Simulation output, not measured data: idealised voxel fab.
You're looking at the process module voxel capacitor over wiring.
Cross-sectional view cut (width: 265 nm; square cell size: 5 nm).
In this document a cross-section is written as a grid of square cells. It is given as a series of bands, listed from the top down, and a band is one or more rows of cells. Band: top height; bottom height; in nm. Then, left to right: material with width in nm, for each material. "all across": a single material spanning edge to edge. "empty": empty space. For the purposes of this specification, 0 denotes the height below which the wafer in its as-received condition is composed wholly of one material, and the lowermost band, lacking a lower limit, extends downward without end, as expressed in "0 nm and below". Per-row width for "30..40": begins at first number (top row of band), ends at second number (bottom row), increment between rows held constant. "no alteration", as given for a step, is the statement that not any cell of the cross-section underwent a change during that step. Voids not open to the top, 8 cells minimum: see "Enclosed empty spaces". Written width x height at distance; distance is from the left edge; nm. Past the settings on a step's line: simulator remark, on that step. overlay nm: mask right of planned place by this much (step with mask). Neg. = left.
[This section lists the process steps that were planned]
1,RECEIVE,material Si
2,CONFORMAL_DEP,material SiO2,thk nm 15
3,CONFORMAL_DEP,material SiN,thk nm 5
4,DIRECTIONAL_DEP,material SiO2,thk nm 25
5,MASKED_ETCH,tone open,mask id METAL_1,width nm 30,pitch nm 90,etch materials SiO2,depth nm 25,overlay nm 0
6,MASKED_ETCH,tone open,mask id METAL_1,width nm 30,pitch nm 90,etch materials SiN,depth nm 5,overlay nm 0
7,CONFORMAL_DEP,material TiN,thk nm 5
8,FILL_DEP,material Cu,thk nm 10
9,CMP,height nm 45
10,CONFORMAL_DEP,material SiCN,thk nm 5
11,DIRECTIONAL_DEP,material SiO2,thk nm 15
12,PATTERN,tone open,mask id PLUG_1,material resist,width nm 15,thk nm 15,overlay nm 0
13,DIRECTIONAL_ETCH,etch materials SiO2,depth nm 15
14,DIRECTIONAL_ETCH,etch materials SiCN,depth nm 5
15,STRIP,etch materials resist
16,EPI,material Ru,thk nm 10
17,EPI,material Ru,thk nm 10
18,DIRECTIONAL_DEP,material TiN,thk nm 5
19,DIRECTIONAL_DEP,material HfO2,thk nm 5
20,DIRECTIONAL_DEP,material TiN,thk nm 10
21,PATTERN,tone cover,mask id UPPER_PLATE,material resist,width nm 65,thk nm 15,overlay nm 0
22,DIRECTIONAL_ETCH,etch materials TiN,depth nm 10
23,DIRECTIONAL_ETCH,etch materials HfO2,depth nm 5
24,STRIP,etch materials resist
25,PATTERN,tone cover,mask id LOWER_PLATE,material resist,width nm 75,thk nm 15,overlay nm 0
26,DIRECTIONAL_ETCH,etch materials TiN,depth nm 5
27,STRIP,etch materials resist
28,FILL_DEP,material SiO2,thk nm 15
29,CMP,height nm 95
30,PATTERN,tone open,mask id PLUG_2,material resist,width nm 15,thk nm 20,overlay nm 0
31,DIRECTIONAL_ETCH,etch materials SiO2,depth nm 10
32,STRIP,etch materials resist
33,CONFORMAL_DEP,material TiN,thk nm 5
34,FILL_DEP,material Cu,thk nm 10
35,CMP,height nm 95
36,CONFORMAL_DEP,material SiN,thk nm 5
[So, the first of our two wafers, run just as we planned it]
[Wafer as received: cross-section following step 1]
	0 nm and below = Si all across
	Enclosed empty spaces: none
[Wafer section view after processing step 2]
	15 nm to 0 nm = SiO2 all across
	Below 0, the layers are the same as they were.
[Wafer section view after processing step 3]
	20 nm to 15 nm = SiN all across
	Below 15, the layers are the same as they were.
[Wafer section view after processing step 4]
	45 nm to 20 nm = SiO2 all across
	Below 20, the layers are the same as they were.
[Wafer section view after processing step 5]
	45 nm to 20 nm = SiO2: 70, empty: 30, SiO2: 60, empty: 30, SiO2: 75
	Below 20, the layers are the same as they were.
[Wafer section view after processing step 6]
	45 nm to 20 nm = SiO2: 70, empty: 30, SiO2: 60, empty: 30, SiO2: 75
	20 nm to 15 nm = SiN: 70, empty: 30, SiN: 60, empty: 30, SiN: 75
	Below 15, the layers are the same as they were.
[Wafer section view after processing step 7]
	50 nm to 45 nm = TiN: 75, empty: 20, TiN: 70, empty: 20, TiN: 80
	45 nm to 20 nm = SiO2: 70, TiN: 5, empty: 20, TiN: 5, SiO2: 60, TiN: 5, empty: 20, TiN: 5, SiO2: 75
	20 nm to 15 nm = SiN: 70, TiN: 30, SiN: 60, TiN: 30, SiN: 75
	Below 15, the layers are the same as they were.
[Wafer section view after processing step 8]
	60 nm to 50 nm = Cu all across
	50 nm to 45 nm = TiN: 75, Cu: 20, TiN: 70, Cu: 20, TiN: 80
	45 nm to 20 nm = SiO2: 70, TiN: 5, Cu: 20, TiN: 5, SiO2: 60, TiN: 5, Cu: 20, TiN: 5, SiO2: 75
	Below 20, the layers are the same as they were.
[Wafer section view after processing step 9]
	45 nm to 20 nm = SiO2: 70, TiN: 5, Cu: 20, TiN: 5, SiO2: 60, TiN: 5, Cu: 20, TiN: 5, SiO2: 75
	Below 20, the layers are the same as they were.
[Wafer section view after processing step 10]
	50 nm to 45 nm = SiCN all across
	Below 45, the layers are the same as they were.
[Wafer section view after processing step 11]
	65 nm to 50 nm = SiO2 all across
	Below 50, the layers are the same as they were.
[Wafer section view after processing step 12]
	80 nm to 65 nm = resist: 85, empty: 15, resist: 165
	Below 65, the layers are the same as they were.
[Wafer section view after processing step 13]
	80 nm to 65 nm = resist: 85, empty: 15, resist: 165
	65 nm to 50 nm = SiO2: 85, empty: 15, SiO2: 165
	Below 50, the layers are the same as they were.
[Wafer section view after processing step 14]
	80 nm to 65 nm = resist: 85, empty: 15, resist: 165
	65 nm to 50 nm = SiO2: 85, empty: 15, SiO2: 165
	50 nm to 45 nm = SiCN: 85, empty: 15, SiCN: 165
	Below 45, the layers are the same as they were.
[Wafer section view after processing step 15]
	65 nm to 50 nm = SiO2: 85, empty: 15, SiO2: 165
	Below 50, the layers are the same as they were.
[Wafer section view after processing step 16]
	65 nm to 55 nm = SiO2: 85, empty: 15, SiO2: 165
	55 nm to 50 nm = SiO2: 85, Ru: 15, SiO2: 165
	50 nm to 45 nm = SiCN: 85, Ru: 15, SiCN: 165
	Below 45, the layers are the same as they were.
[Wafer section view after processing step 17]
	65 nm to 50 nm = SiO2: 85, Ru: 15, SiO2: 165
	Below 50, the layers are the same as they were.
[Wafer section view after processing step 18]
	70 nm to 65 nm = TiN all across
	Below 65, the layers are the same as they were.
[Wafer section view after processing step 19]
	75 nm to 70 nm = HfO2 all across
	Below 70, the layers are the same as they were.
[Wafer section view after processing step 20]
	85 nm to 75 nm = TiN all across
	Below 75, the layers are the same as they were.
[Wafer section view after processing step 21]
	100 nm to 85 nm = empty: 85, resist: 65, empty: 115
	Below 85, the layers are the same as they were.
[Wafer section view after processing step 22]
	100 nm to 85 nm = empty: 85, resist: 65, empty: 115
	85 nm to 75 nm = empty: 85, TiN: 65, empty: 115
	Below 75, the layers are the same as they were.
[Wafer section view after processing step 23]
	100 nm to 85 nm = empty: 85, resist: 65, empty: 115
	85 nm to 75 nm = empty: 85, TiN: 65, empty: 115
	75 nm to 70 nm = empty: 85, HfO2: 65, empty: 115
	Below 70, the layers are the same as they were.
[Wafer section view after processing step 24]
	85 nm to 75 nm = empty: 85, TiN: 65, empty: 115
	Below 75, the layers are the same as they were.
[Wafer section view after processing step 25]
	100 nm to 85 nm = empty: 80, resist: 75, empty: 110
	85 nm to 75 nm = empty: 80, resist: 5, TiN: 65, resist: 5, empty: 110
	75 nm to 70 nm = empty: 80, resist: 5, HfO2: 65, resist: 5, empty: 110
	Below 70, the layers are the same as they were.
[Wafer section view after processing step 26]
	100 nm to 85 nm = empty: 80, resist: 75, empty: 110
	85 nm to 75 nm = empty: 80, resist: 5, TiN: 65, resist: 5, empty: 110
	75 nm to 70 nm = empty: 80, resist: 5, HfO2: 65, resist: 5, empty: 110
	70 nm to 65 nm = empty: 80, TiN: 75, empty: 110
	Below 65, the layers are the same as they were.
[Wafer section view after processing step 27]
	85 nm to 75 nm = empty: 85, TiN: 65, empty: 115
	75 nm to 70 nm = empty: 85, HfO2: 65, empty: 115
	Below 70, the layers are the same as they were.
[Wafer section view after processing step 28]
	100 nm to 85 nm = SiO2 all across
	85 nm to 75 nm = SiO2: 85, TiN: 65, SiO2: 115
	75 nm to 70 nm = SiO2: 85, HfO2: 65, SiO2: 115
	70 nm to 65 nm = SiO2: 80, TiN: 75, SiO2: 110
	Below 65, the layers are the same as they were.
[Wafer section view after processing step 29]
	95 nm to 85 nm = SiO2 all across
	Below 85, the layers are the same as they were.
[Wafer section view after processing step 30]
	115 nm to 95 nm = resist: 95, empty: 15, resist: 155
	Below 95, the layers are the same as they were.
[Wafer section view after processing step 31]
	115 nm to 95 nm = resist: 95, empty: 15, resist: 155
	95 nm to 85 nm = SiO2: 95, empty: 15, SiO2: 155
	Below 85, the layers are the same as they were.
[Wafer section view after processing step 32]
	95 nm to 85 nm = SiO2: 95, empty: 15, SiO2: 155
	Below 85, the layers are the same as they were.
[Wafer section view after processing step 33]
	100 nm to 95 nm = TiN: 100, empty: 5, TiN: 160
	95 nm to 90 nm = SiO2: 95, TiN: 5, empty: 5, TiN: 5, SiO2: 155
	90 nm to 85 nm = SiO2: 95, TiN: 15, SiO2: 155
	Below 85, the layers are the same as they were.
[Wafer section view after processing step 34]
	110 nm to 100 nm = Cu all across
	100 nm to 95 nm = TiN: 100, Cu: 5, TiN: 160
	95 nm to 90 nm = SiO2: 95, TiN: 5, Cu: 5, TiN: 5, SiO2: 155
	Below 90, the layers are the same as they were.
[Wafer section view after processing step 35]
	95 nm to 90 nm = SiO2: 95, TiN: 5, Cu: 5, TiN: 5, SiO2: 155
	Below 90, the layers are the same as they were.
[Wafer section view after processing step 36]
	100 nm to 95 nm = SiN all across
	Below 95, the layers are the same as they were.
[Regarding the second of the two wafers: it shared the first wafer's starting condition and process plan, yet one error occurred during its execution. Its history coincides with that of the first wafer up to and including step 5]
[Look at the second wafer in cross-section at the time step 6 ought to have finished]
	45 nm to 20 nm = SiO2: 70, empty: 30, SiO2: 60, empty: 30, SiO2: 75
	20 nm to 15 nm = SiN: 75, empty: 20, SiN: 70, empty: 20, SiN: 80
	Below 15, the layers are the same as they were.
[Look at the second wafer in cross-section at the time step 7 ought to have finished]
	50 nm to 45 nm = TiN: 75, empty: 20, TiN: 70, empty: 20, TiN: 80
	45 nm to 25 nm = SiO2: 70, TiN: 5, empty: 20, TiN: 5, SiO2: 60, TiN: 5, empty: 20, TiN: 5, SiO2: 75
	25 nm to 20 nm = SiO2: 70, TiN: 10, empty: 10, TiN: 10, SiO2: 60, TiN: 10, empty: 10, TiN: 10, SiO2: 75
	20 nm to 15 nm = SiN: 75, TiN: 20, SiN: 70, TiN: 20, SiN: 80
	Below 15, the layers are the same as they were.
[Look at the second wafer in cross-section at the time step 8 ought to have finished]
	60 nm to 50 nm = Cu all across
	50 nm to 45 nm = TiN: 75, Cu: 20, TiN: 70, Cu: 20, TiN: 80
	45 nm to 25 nm = SiO2: 70, TiN: 5, Cu: 20, TiN: 5, SiO2: 60, TiN: 5, Cu: 20, TiN: 5, SiO2: 75
	25 nm to 20 nm = SiO2: 70, TiN: 10, Cu: 10, TiN: 10, SiO2: 60, TiN: 10, Cu: 10, TiN: 10, SiO2: 75
	Below 20, the layers are the same as they were.
[Look at the second wafer in cross-section at the time step 9 ought to have finished]
	45 nm to 25 nm = SiO2: 70, TiN: 5, Cu: 20, TiN: 5, SiO2: 60, TiN: 5, Cu: 20, TiN: 5, SiO2: 75
	Below 25, the layers are the same as they were.
[Look at the second wafer in cross-section at the time step 10 ought to have finished]
	50 nm to 45 nm = SiCN all across
	Below 45, the layers are the same as they were.
[Look at the second wafer in cross-section at the time step 11 ought to have finished]
	65 nm to 50 nm = SiO2 all across
	Below 50, the layers are the same as they were.
[Look at the second wafer in cross-section at the time step 12 ought to have finished]
	80 nm to 65 nm = resist: 85, empty: 15, resist: 165
	Below 65, the layers are the same as they were.
[Look at the second wafer in cross-section at the time step 13 ought to have finished]
	80 nm to 65 nm = resist: 85, empty: 15, resist: 165
	65 nm to 50 nm = SiO2: 85, empty: 15, SiO2: 165
	Below 50, the layers are the same as they were.
[Look at the second wafer in cross-section at the time step 14 ought to have finished]
	80 nm to 65 nm = resist: 85, empty: 15, resist: 165
	65 nm to 50 nm = SiO2: 85, empty: 15, SiO2: 165
	50 nm to 45 nm = SiCN: 85, empty: 15, SiCN: 165
	Below 45, the layers are the same as they were.
[Look at the second wafer in cross-section at the time step 15 ought to have finished]
	65 nm to 50 nm = SiO2: 85, empty: 15, SiO2: 165
	Below 50, the layers are the same as they were.
[Look at the second wafer in cross-section at the time step 16 ought to have finished]
	65 nm to 55 nm = SiO2: 85, empty: 15, SiO2: 165
	55 nm to 50 nm = SiO2: 85, Ru: 15, SiO2: 165
	50 nm to 45 nm = SiCN: 85, Ru: 15, SiCN: 165
	Below 45, the layers are the same as they were.
[Look at the second wafer in cross-section at the time step 17 ought to have finished]
	65 nm to 50 nm = SiO2: 85, Ru: 15, SiO2: 165
	Below 50, the layers are the same as they were.
[Look at the second wafer in cross-section at the time step 18 ought to have finished]
	70 nm to 65 nm = TiN all across
	Below 65, the layers are the same as they were.
[Look at the second wafer in cross-section at the time step 19 ought to have finished]
	75 nm to 70 nm = HfO2 all across
	Below 70, the layers are the same as they were.
[Look at the second wafer in cross-section at the time step 20 ought to have finished]
	85 nm to 75 nm = TiN all across
	Below 75, the layers are the same as they were.
[Look at the second wafer in cross-section at the time step 21 ought to have finished]
	100 nm to 85 nm = empty: 85, resist: 65, empty: 115
	Below 85, the layers are the same as they were.
[Look at the second wafer in cross-section at the time step 22 ought to have finished]
	100 nm to 85 nm = empty: 85, resist: 65, empty: 115
	85 nm to 75 nm = empty: 85, TiN: 65, empty: 115
	Below 75, the layers are the same as they were.
[Look at the second wafer in cross-section at the time step 23 ought to have finished]
	100 nm to 85 nm = empty: 85, resist: 65, empty: 115
	85 nm to 75 nm = empty: 85, TiN: 65, empty: 115
	75 nm to 70 nm = empty: 85, HfO2: 65, empty: 115
	Below 70, the layers are the same as they were.
[Look at the second wafer in cross-section at the time step 24 ought to have finished]
	85 nm to 75 nm = empty: 85, TiN: 65, empty: 115
	Below 75, the layers are the same as they were.
[Look at the second wafer in cross-section at the time step 25 ought to have finished]
	100 nm to 85 nm = empty: 80, resist: 75, empty: 110
	85 nm to 75 nm = empty: 80, resist: 5, TiN: 65, resist: 5, empty: 110
	75 nm to 70 nm = empty: 80, resist: 5, HfO2: 65, resist: 5, empty: 110
	Below 70, the layers are the same as they were.
[Look at the second wafer in cross-section at the time step 26 ought to have finished]
	100 nm to 85 nm = empty: 80, resist: 75, empty: 110
	85 nm to 75 nm = empty: 80, resist: 5, TiN: 65, resist: 5, empty: 110
	75 nm to 70 nm = empty: 80, resist: 5, HfO2: 65, resist: 5, empty: 110
	70 nm to 65 nm = empty: 80, TiN: 75, empty: 110
	Below 65, the layers are the same as they were.
[Look at the second wafer in cross-section at the time step 27 ought to have finished]
	85 nm to 75 nm = empty: 85, TiN: 65, empty: 115
	75 nm to 70 nm = empty: 85, HfO2: 65, empty: 115
	Below 70, the layers are the same as they were.
[Look at the second wafer in cross-section at the time step 28 ought to have finished]
	100 nm to 85 nm = SiO2 all across
	85 nm to 75 nm = SiO2: 85, TiN: 65, SiO2: 115
	75 nm to 70 nm = SiO2: 85, HfO2: 65, SiO2: 115
	70 nm to 65 nm = SiO2: 80, TiN: 75, SiO2: 110
	Below 65, the layers are the same as they were.
[Look at the second wafer in cross-section at the time step 29 ought to have finished]
	95 nm to 85 nm = SiO2 all across
	Below 85, the layers are the same as they were.
[Look at the second wafer in cross-section at the time step 30 ought to have finished]
	115 nm to 95 nm = resist: 95, empty: 15, resist: 155
	Below 95, the layers are the same as they were.
[Look at the second wafer in cross-section at the time step 31 ought to have finished]
	115 nm to 95 nm = resist: 95, empty: 15, resist: 155
	95 nm to 85 nm = SiO2: 95, empty: 15, SiO2: 155
	Below 85, the layers are the same as they were.
[Look at the second wafer in cross-section at the time step 32 ought to have finished]
	95 nm to 85 nm = SiO2: 95, empty: 15, SiO2: 155
	Below 85, the layers are the same as they were.
[Look at the second wafer in cross-section at the time step 33 ought to have finished]
	100 nm to 95 nm = TiN: 100, empty: 5, TiN: 160
	95 nm to 90 nm = SiO2: 95, TiN: 5, empty: 5, TiN: 5, SiO2: 155
	90 nm to 85 nm = SiO2: 95, TiN: 15, SiO2: 155
	Below 85, the layers are the same as they were.
[Look at the second wafer in cross-section at the time step 34 ought to have finished]
	110 nm to 100 nm = Cu all across
	100 nm to 95 nm = TiN: 100, Cu: 5, TiN: 160
	95 nm to 90 nm = SiO2: 95, TiN: 5, Cu: 5, TiN: 5, SiO2: 155
	Below 90, the layers are the same as they were.
[Look at the second wafer in cross-section at the time step 35 ought to have finished]
	95 nm to 90 nm = SiO2: 95, TiN: 5, Cu: 5, TiN: 5, SiO2: 155
	Below 90, the layers are the same as they were.
[Look at the second wafer in cross-section at the time step 36 ought to have finished]
	100 nm to 95 nm = SiN all across
	Below 95, the layers are the same as they were.
Diagnosis: the process deviated at step 6: the operation and settings actually run there were MASKED_ETCH,tone open,mask id METAL_1,width nm 20,pitch nm 90,etch materials SiN,depth nm 5,overlay nm 0
The second wafer ends with more or fewer cells of some materials than the first, per final count: -4 Cu; +4 SiN
